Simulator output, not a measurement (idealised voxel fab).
Process module under the name voxel ribs on slabs
The cross-section on display is named cut; it measures 290 nm wide, and its cells are 5 nm squares.
If you're reading a cross-section in this doc, picture square cells in a grid; it comes to you as bands, top ones listed first down to the bottom, and a band can be one or more rows of cells. The entry gives the band's vertical extent as a top height and a bottom height in nm, then its horizontal make-up as materials from left to right, each with a width in nm. "air" stands for empty space; a single material marked "throughout" fills the band edge to edge. Heights are reckoned from 0. Under this level, the received wafer is all of one material. The bottommost band is open-ended downward, for example "top 0, no bottom". So if you see something like "30 to 40" for the width, read it as the top row of the band sitting at the first number and the bottom row at the second, with every row in between moving by the same amount as the last. Key: "no modifications" - step with no changed cell in the cross-section. In the "Enclosed void entries" entry, you get each enclosed empty space of 8 cells or more, one with no open way to the top, written width x height at distance, distance from the left edge, in nm. On a step's line, text after the settings is the simulator commenting on that step. overlay nm: for a step with a mask, the amount by which the mask lay right of where it was planned; a negative amount means left of it.
[Process steps foreseen in the plan]
1) op RECEIVE | material Si
2) op DIRECTIONAL_DEP | material SiO2 | thk nm 20
3) op DIRECTIONAL_DEP | material SiN | thk nm 15
4) op PATTERN | tone cover | mask id RIB | material resist | width nm 30 | thk nm 20 | overlay nm 0
5) op DIRECTIONAL_ETCH | etch materials SiN | depth nm 10
6) op STRIP | etch materials resist
7) op PATTERN | tone cover | mask id SLAB | material resist | width nm 60 | thk nm 20 | overlay nm 0
8) op DIRECTIONAL_ETCH | etch materials SiN | depth nm 5
9) op STRIP | etch materials resist
10) op FILL_DEP | material SiO2 | thk nm 25
11) op CMP | height nm 55
12) op DIRECTIONAL_DEP | material TiN | thk nm 5
13) op DIRECTIONAL_DEP | material aC | thk nm 15
14) op PATTERN | tone cover | mask id HEATER | material resist | width nm 40 | thk nm 30 | overlay nm 0
15) op DIRECTIONAL_ETCH | etch materials aC | depth nm 15
16) op STRIP | etch materials resist
17) op DIRECTIONAL_ETCH | etch materials TiN | depth nm 5
18) op STRIP | etch materials aC
19) op CONFORMAL_DEP | material SiN | thk nm 5
[The following pertains to the first of two wafers, which was processed as planned]
[As received (post step 1): cross-section]
    top 0, no bottom | Si throughout
    Enclosed void entries: none
[After step 2, in cross-section]
    top 20, bottom 0 | SiO2 throughout
    Below 0, the layers are the same as they were.
[After step 3, in cross-section]
    top 35, bottom 20 | SiN throughout
    Below 20, the layers are the same as they were.
[After step 4, in cross-section]
    top 55, bottom 35 | air 130, then resist 30, then air 130
    Below 35, the layers are the same as they were.
[After step 5, in cross-section]
    top 55, bottom 35 | air 130, then resist 30, then air 130
    top 35, bottom 25 | air 130, then SiN 30, then air 130
    Below 25, the layers are the same as they were.
[After step 6, in cross-section]
    top 35, bottom 25 | air 130, then SiN 30, then air 130
    Below 25, the layers are the same as they were.
[After step 7, in cross-section]
    top 55, bottom 35 | air 115, then resist 60, then air 115
    top 35, bottom 25 | air 115, then resist 15, then SiN 30, then resist 15, then air 115
    Below 25, the layers are the same as they were.
[After step 8, in cross-section]
    top 55, bottom 35 | air 115, then resist 60, then air 115
    top 35, bottom 25 | air 115, then resist 15, then SiN 30, then resist 15, then air 115
    top 25, bottom 20 | air 115, then SiN 60, then air 115
    Below 20, the layers are the same as they were.
[After step 9, in cross-section]
    top 35, bottom 25 | air 130, then SiN 30, then air 130
    Below 25, the layers are the same as they were.
[After step 10, in cross-section]
    top 60, bottom 35 | SiO2 throughout
    top 35, bottom 25 | SiO2 130, then SiN 30, then SiO2 130
    top 25, bottom 20 | SiO2 115, then SiN 60, then SiO2 115
    Below 20, the layers are the same as they were.
[After step 11, in cross-section]
    top 55, bottom 35 | SiO2 throughout
    Below 35, the layers are the same as they were.
[After step 12, in cross-section]
    top 60, bottom 55 | TiN throughout
    Below 55, the layers are the same as they were.
[After step 13, in cross-section]
    top 75, bottom 60 | aC throughout
    Below 60, the layers are the same as they were.
[After step 14, in cross-section]
    top 105, bottom 75 | air 125, then resist 40, then air 125
    Below 75, the layers are the same as they were.
[After step 15, in cross-section]
    top 90, bottom 75 | air 125, then resist 40, then air 125
    top 75, bottom 60 | air 125, then aC 40, then air 125
    Below 60, the layers are the same as they were.
[After step 16, in cross-section]
    top 75, bottom 60 | air 125, then aC 40, then air 125
    Below 60, the layers are the same as they were.
[After step 17, in cross-section]
    top 75, bottom 60 | air 125, then aC 40, then air 125
    top 60, bottom 55 | air 125, then TiN 40, then air 125
    Below 55, the layers are the same as they were.
[After step 18, in cross-section]
    top 60, bottom 55 | air 125, then TiN 40, then air 125
    Below 55, the layers are the same as they were.
[After step 19, in cross-section]
    top 65, bottom 60 | air 120, then SiN 50, then air 120
    top 60, bottom 55 | SiN 125, then TiN 40, then SiN 125
    Below 55, the layers are the same as they were.
[Wafer two. Identical start, identical plan. One mistake in execution. Identical history through step 1]
[Planned end of step 2: second wafer, cross-section]
    top 15, bottom 0 | SiN throughout
    Below 0, the layers are the same as they were.
[Planned end of step 3: second wafer, cross-section]
    top 35, bottom 15 | SiO2 throughout
    Below 15, the layers are the same as they were.
[Planned end of step 4: second wafer, cross-section]
    top 55, bottom 35 | air 130, then resist 30, then air 130
    Below 35, the layers are the same as they were.
Planned end of step 5: second wafer, cross-section: no modifications
[Planned end of step 6: second wafer, cross-section]
    top 35, bottom 15 | SiO2 throughout
    Below 15, the layers are the same as they were.
[Planned end of step 7: second wafer, cross-section]
    top 55, bottom 35 | air 115, then resist 60, then air 115
    Below 35, the layers are the same as they were.
Planned end of step 8: second wafer, cross-section: no modifications
[Planned end of step 9: second wafer, cross-section]
    top 35, bottom 15 | SiO2 throughout
    Below 15, the layers are the same as they were.
[Planned end of step 10: second wafer, cross-section]
    top 60, bottom 15 | SiO2 throughout
    Below 15, the layers are the same as they were.
[Planned end of step 11: second wafer, cross-section]
    top 55, bottom 15 | SiO2 throughout
    Below 15, the layers are the same as they were.
[Planned end of step 12: second wafer, cross-section]
    top 60, bottom 55 | TiN throughout
    Below 55, the layers are the same as they were.
[Planned end of step 13: second wafer, cross-section]
    top 75, bottom 60 | aC throughout
    Below 60, the layers are the same as they were.
[Planned end of step 14: second wafer, cross-section]
    top 105, bottom 75 | air 125, then resist 40, then air 125
    Below 75, the layers are the same as they were.
[Planned end of step 15: second wafer, cross-section]
    top 90, bottom 75 | air 125, then resist 40, then air 125
    top 75, bottom 60 | air 125, then aC 40, then air 125
    Below 60, the layers are the same as they were.
[Planned end of step 16: second wafer, cross-section]
    top 75, bottom 60 | air 125, then aC 40, then air 125
    Below 60, the layers are the same as they were.
[Planned end of step 17: second wafer, cross-section]
    top 75, bottom 60 | air 125, then aC 40, then air 125
    top 60, bottom 55 | air 125, then TiN 40, then air 125
    Below 55, the layers are the same as they were.
[Planned end of step 18: second wafer, cross-section]
    top 60, bottom 55 | air 125, then TiN 40, then air 125
    Below 55, the layers are the same as they were.
[Planned end of step 19: second wafer, cross-section]
    top 65, bottom 60 | air 120, then SiN 50, then air 120
    top 60, bottom 55 | SiN 125, then TiN 40, then SiN 125
    Below 55, the layers are the same as they were.
Error vs. plan: plan steps 2 and 3 run swapped
It is noted that, at the conclusion of processing, the second wafer exhibits a higher or lower cell count for certain materials relative to the first: SiN: 150 more, SiO2: 150 fewer
